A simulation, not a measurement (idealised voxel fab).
Process module heading - voxel transistor to metal
Displayed cross-section: cut, width of 165 nm, square cells sized 5 nm.
We lay out every cross-section as a grid of square cells and spell it out in bands from the top down, where one band means one or more rows of cells. For a band, the entry starts with two heights in nm, that of the top and then that of the bottom, and carries on with the band's materials in order from left to right, each alongside its width in nm; the word "throughout" beside a single material means it fills the band edge to edge, and "blank" means empty space. Heights are measured from 0, the level below which the as-received wafer is all one material; the lowest band has no bottom and continues downward, written as in "0 and below". The expression "30..40" gives the width at the extremes of the band, the first number at its top row of cells and the second at its bottom row, with the width changing by equal amounts from each row to the next in between. You'll sometimes find "no alterations made" written for a step, and that's the way of saying that nowhere in the cross-section did a cell change during that step. "Entrapped void list" enumerates empty spaces isolated from the top, with no open way to it, that contain at least 8 cells, giving each as width x height at distance from the left edge, all three in nm. Text after the settings on a step's line: the simulator's own remark on that step. overlay nm: how far to the right of its planned place the mask lay on this masked step (negative: to the left).
[Steps in the process plan]
step 1: RECEIVE (material Si)
step 2: OXIDIZE (depth nm 5)
step 3: CONFORMAL_DEP (material SiN; thk nm 15)
step 4: DIRECTIONAL_DEP (material aC; thk nm 10)
step 5: PATTERN (tone cover; mask id ACTIVE; material resist; width nm 110; thk nm 25; overlay nm 0)
step 6: DIRECTIONAL_ETCH (etch materials aC; depth nm 10)
step 7: STRIP (etch materials resist)
step 8: DIRECTIONAL_ETCH (etch materials SiN; depth nm 15)
step 9: DIRECTIONAL_ETCH (etch materials SiO2; depth nm 5)
step 10: DIRECTIONAL_ETCH (etch materials Si; depth nm 25)
step 11: STRIP (etch materials aC)
step 12: FILL_DEP (material SiO2; thk nm 5)
step 13: CMP (height nm 15)
step 14: SELECTIVE_ETCH (etch materials SiO2; depth nm 10)
step 15: STRIP (etch materials SiN)
step 16: SELECTIVE_ETCH (etch materials SiO2; depth nm 5)
step 17: OXIDIZE (depth nm 5)
step 18: DIRECTIONAL_DEP (material polySi; thk nm 30)
step 19: DIRECTIONAL_DEP (material SiCN; thk nm 15)
step 20: MASKED_ETCH (tone cover; mask id GATE; width nm 20; etch materials SiCN; depth nm 25; overlay nm 0)
step 21: MASKED_ETCH (tone cover; mask id GATE; width nm 20; etch materials polySi; depth nm 40; overlay nm 0)
step 22: CONFORMAL_DEP (material SiO2; thk nm 5)
step 23: DIRECTIONAL_ETCH (etch materials SiO2; depth nm 5)
step 24: CONFORMAL_DEP (material SiN; thk nm 10)
step 25: DIRECTIONAL_ETCH (etch materials SiN; depth nm 10)
step 26: DIRECTIONAL_ETCH (etch materials SiO2; depth nm 5)
step 27: EPI (material pSi; thk nm 5)
step 28: FILL_DEP (material SiO2; thk nm 5)
step 29: CMP (height nm 40)
step 30: DIRECTIONAL_DEP (material SiO2; thk nm 15)
step 31: PATTERN (tone open; mask id CONTACT; material resist; width nm 20; pitch nm 80; thk nm 20; overlay nm 0)
step 32: DIRECTIONAL_ETCH (etch materials SiO2; depth nm 60)
step 33: STRIP (etch materials resist)
step 34: CONFORMAL_DEP (material TiN; thk nm 5)
step 35: FILL_DEP (material Ru; thk nm 5)
step 36: CMP (height nm 55)
step 37: DIRECTIONAL_DEP (material TiN; thk nm 5)
step 38: DIRECTIONAL_DEP (material W; thk nm 15)
step 39: PATTERN (tone cover; mask id METAL_1; material resist; width nm 20; pitch nm 80; thk nm 20; overlay nm 0)
step 40: DIRECTIONAL_ETCH (etch materials W; depth nm 15)
step 41: DIRECTIONAL_ETCH (etch materials TiN; depth nm 5)
step 42: STRIP (etch materials resist)
step 43: FILL_DEP (material SiO2; thk nm 10)
step 44: CMP (height nm 75)
step 45: CONFORMAL_DEP (material SiCN; thk nm 5)
step 46: DIRECTIONAL_DEP (material lowk; thk nm 30)
step 47: PATTERN (tone open; mask id METAL_2_HOLES; material resist; width nm 15; pitch nm 80; thk nm 15; overlay nm 0)
step 48: DIRECTIONAL_ETCH (etch materials lowk; depth nm 30)
step 49: STRIP (etch materials resist)
step 50: DIRECTIONAL_DEP (material aC; thk nm 10)
step 51: PATTERN (tone open; mask id METAL_2; material resist; width nm 20; pitch nm 80; thk nm 30; overlay nm 0)
step 52: DIRECTIONAL_ETCH (etch materials aC; depth nm 10)
step 53: STRIP (etch materials resist)
step 54: DIRECTIONAL_ETCH (etch materials lowk; depth nm 15)
step 55: DIRECTIONAL_ETCH (etch materials SiCN; depth nm 5)
step 56: STRIP (etch materials aC)
step 57: CONFORMAL_DEP (material TiN; thk nm 5)
step 58: FILL_DEP (material Cu; thk nm 10)
step 59: CMP (height nm 110)
step 60: CONFORMAL_DEP (material SiN; thk nm 5)
[Wafer cross-section on receipt, i.e. after step 1]
  0 and below = Si throughout
  Entrapped void list: none
[Cross-sectional image of the first of two wafers at the end of the module, the run having proceeded as planned]
  115 down to 110 = SiN throughout
  110 down to 100 = 30 of lowk, then 5 of TiN, then 10 of Cu, then 5 of TiN, then 60 of lowk, then 5 of TiN, then 10 of Cu, then 5 of TiN, then 35 of lowk
  100 down to 95 = 30 of lowk, then 5 of TiN, then 5 of Cu, then 10 of TiN, then 60 of lowk, then 5 of TiN, then 5 of Cu, then 10 of TiN, then 35 of lowk
  95 down to 80 = 30 of lowk, then 5 of TiN, then 5 of Cu, then 5 of TiN, then 65 of lowk, then 5 of TiN, then 5 of Cu, then 5 of TiN, then 40 of lowk
  80 down to 75 = 30 of SiCN, then 15 of TiN, then 65 of SiCN, then 15 of TiN, then 40 of SiCN
  75 down to 60 = 30 of SiO2, then 20 of W, then 60 of SiO2, then 20 of W, then 35 of SiO2
  60 down to 55 = 30 of SiO2, then 20 of TiN, then 60 of SiO2, then 20 of TiN, then 35 of SiO2
  55 down to 40 = 30 of SiO2, then 5 of TiN, then 10 of Ru, then 5 of TiN, then 60 of SiO2, then 5 of TiN, then 10 of Ru, then 5 of TiN, then 35 of SiO2
  40 down to 25 = 30 of SiO2, then 5 of TiN, then 10 of Ru, then 5 of TiN, then 5 of SiO2, then 10 of SiN, then 5 of SiO2, then 20 of SiCN, then 5 of SiO2, then 10 of SiN, then 5 of SiO2, then 5 of TiN, then 10 of Ru, then 5 of TiN, then 35 of SiO2
  25 down to 5 = 30 of SiO2, then 5 of TiN, then 10 of Ru, then 5 of TiN, then 5 of SiO2, then 10 of SiN, then 5 of SiO2, then 20 of polySi, then 5 of SiO2, then 10 of SiN, then 5 of SiO2, then 5 of TiN, then 10 of Ru, then 5 of TiN, then 35 of SiO2
  5 down to 0 = 30 of SiO2, then 10 of TiN, then 5 of Ru, then 5 of TiN, then 5 of SiO2, then 10 of SiN, then 5 of SiO2, then 20 of polySi, then 5 of SiO2, then 10 of SiN, then 5 of SiO2, then 5 of TiN, then 5 of Ru, then 10 of TiN, then 35 of SiO2
  0 down to -5 = 25 of SiO2, then 10 of SiN, then 15 of TiN, then 5 of SiO2, then 10 of SiN, then 5 of SiO2, then 20 of polySi, then 5 of SiO2, then 10 of SiN, then 5 of SiO2, then 15 of TiN, then 10 of SiN, then 30 of SiO2
  -5 down to -10 = 35 of SiO2, then 20 of pSi, then 50 of SiO2, then 20 of pSi, then 40 of SiO2
  -10 down to -30 = 25 of SiO2, then 110 of Si, then 30 of SiO2
  -30 and below = Si throughout
  Entrapped void list: none
[Wafer two, sectioned after the module: the first wafer's start, the first wafer's plan, and one mistake in how it was run]
  115 down to 110 = SiN throughout
  110 down to 100 = 30 of lowk, then 5 of TiN, then 10 of Cu, then 5 of TiN, then 60 of lowk, then 5 of TiN, then 10 of Cu, then 5 of TiN, then 35 of lowk
  100 down to 95 = 30 of lowk, then 5 of TiN, then 5 of Cu, then 10 of TiN, then 60 of lowk, then 5 of TiN, then 5 of Cu, then 10 of TiN, then 35 of lowk
  95 down to 80 = 30 of lowk, then 5 of TiN, then 5 of Cu, then 5 of TiN, then 65 of lowk, then 5 of TiN, then 5 of Cu, then 5 of TiN, then 40 of lowk
  80 down to 75 = 30 of SiCN, then 15 of TiN, then 65 of SiCN, then 15 of TiN, then 40 of SiCN
  75 down to 60 = 30 of SiO2, then 20 of W, then 60 of SiO2, then 20 of W, then 35 of SiO2
  60 down to 55 = 30 of SiO2, then 20 of TiN, then 60 of SiO2, then 20 of TiN, then 35 of SiO2
  55 down to 45 = 30 of SiO2, then 5 of TiN, then 10 of Ru, then 5 of TiN, then 60 of SiO2, then 5 of TiN, then 10 of Ru, then 5 of TiN, then 35 of SiO2
  45 down to 40 = 30 of SiO2, then 20 of TiN, then 60 of SiO2, then 20 of TiN, then 35 of SiO2
  40 down to 30 = 70 of SiCN, then 5 of SiO2, then 10 of SiN, then 5 of SiO2, then 75 of SiCN
  30 down to 25 = 20 of polySi, then 50 of SiCN, then 5 of SiO2, then 10 of SiN, then 5 of SiO2, then 50 of SiCN, then 25 of polySi
  25 down to 0 = polySi throughout
  0 down to -5 = 20 of SiO2, then 120 of polySi, then 25 of SiO2
  -5 down to -10 = SiO2 throughout
  -10 down to -30 = 25 of SiO2, then 110 of Si, then 30 of SiO2
  -30 and below = Si throughout
  Entrapped void list: none
Deviation noted in wafer processing: the process deviated at step 20: the operation and settings actually run there were MASKED_ETCH (tone open; mask id GATE; width nm 20; etch materials SiCN; depth nm 25; overlay nm 0)
Final wafer comparison in cells, second versus first, more or fewer per material: 34 fewer of Ru, 66 more of SiCN, 34 fewer of SiN, 128 fewer of SiO2, 36 fewer of TiN, 8 fewer of pSi, 174 more of polySi
